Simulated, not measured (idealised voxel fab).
Title: Process Module voxel released beams
The width of the displayed cross-section, cut, is 295 nm; its cells are square, with a size of 5 nm.
In what follows, cross-sections appear as grids of square cells, described through bands that run from the top down, where every band is one or more rows of cells.
The band entry comprises the height of the band's top followed by the height of its bottom, expressed in nm, and subsequently the band's materials from left to right, each stated together with its width in nm. Where a single material is marked with the word "everywhere", that material fills the band from edge to edge. The word "air" represents empty space.
Convention: height 0 is the level below which the wafer, as received, is all one material. The lowest band does not terminate at the bottom but continues downward, represented as "z 0 and below".
So if you see something like "30..40" for the width, read it as the top row of the band sitting at the first number and the bottom row at the second, with every row in between moving by the same amount as the last.
"nothing changed" after a step means that no cell of the cross-section changed.
In the "Tabulated closed voids" entry, you get each enclosed empty space of 8 cells or more, one with no open way to the top, written width x height at distance, distance from the left edge, in nm.
If you see something after the settings on a step's line, that's the simulator's own remark about that step.
overlay nm: mask offset rightward from planned place, masked step; negative means leftward offset.

# Process steps - plan
1. RECEIVE (material Si)
2. CONFORMAL_DEP (material SiN; thk nm 5)
3. DIRECTIONAL_DEP (material SiO2; thk nm 10)
4. PATTERN (tone open; mask id ANCHOR; material resist; width nm 40; thk nm 20; overlay nm 0)
5. DIRECTIONAL_ETCH (etch materials SiO2; depth nm 10)
6. STRIP (etch materials resist)
7. CONFORMAL_DEP (material TiN; thk nm 15)
8. DIRECTIONAL_DEP (material aC; thk nm 10)
9. PATTERN (tone cover; mask id BEAM; material resist; width nm 110; thk nm 25; overlay nm 0)
10. DIRECTIONAL_ETCH (etch materials aC; depth nm 10)
11. STRIP (etch materials resist)
12. DIRECTIONAL_ETCH (etch materials TiN; depth nm 15)
13. STRIP (etch materials aC)
14. STRIP (etch materials SiO2)
Split variable: width nm, step 9. Plan value = first wafer. Wafers start alike.

# Cross-section of the first of several wafers on receipt, reflecting completion of step 1
* z 0 and below | Si everywhere
* Tabulated closed voids: none

# Gained (+) or lost (-) cells of each material since receipt, then closed voids: one row per wafer, at the end of the module
width nm 110 | +59 SiN | +78 TiN | Tabulated closed voids: none
width nm 115 | +59 SiN | +81 TiN | Tabulated closed voids: none
width nm 120 | +59 SiN | +84 TiN | Tabulated closed voids: none
width nm 125 | +59 SiN | +87 TiN | Tabulated closed voids: none
width nm 130 | +59 SiN | +90 TiN | Tabulated closed voids: none
width nm 135 | +59 SiN | +93 TiN | Tabulated closed voids: none
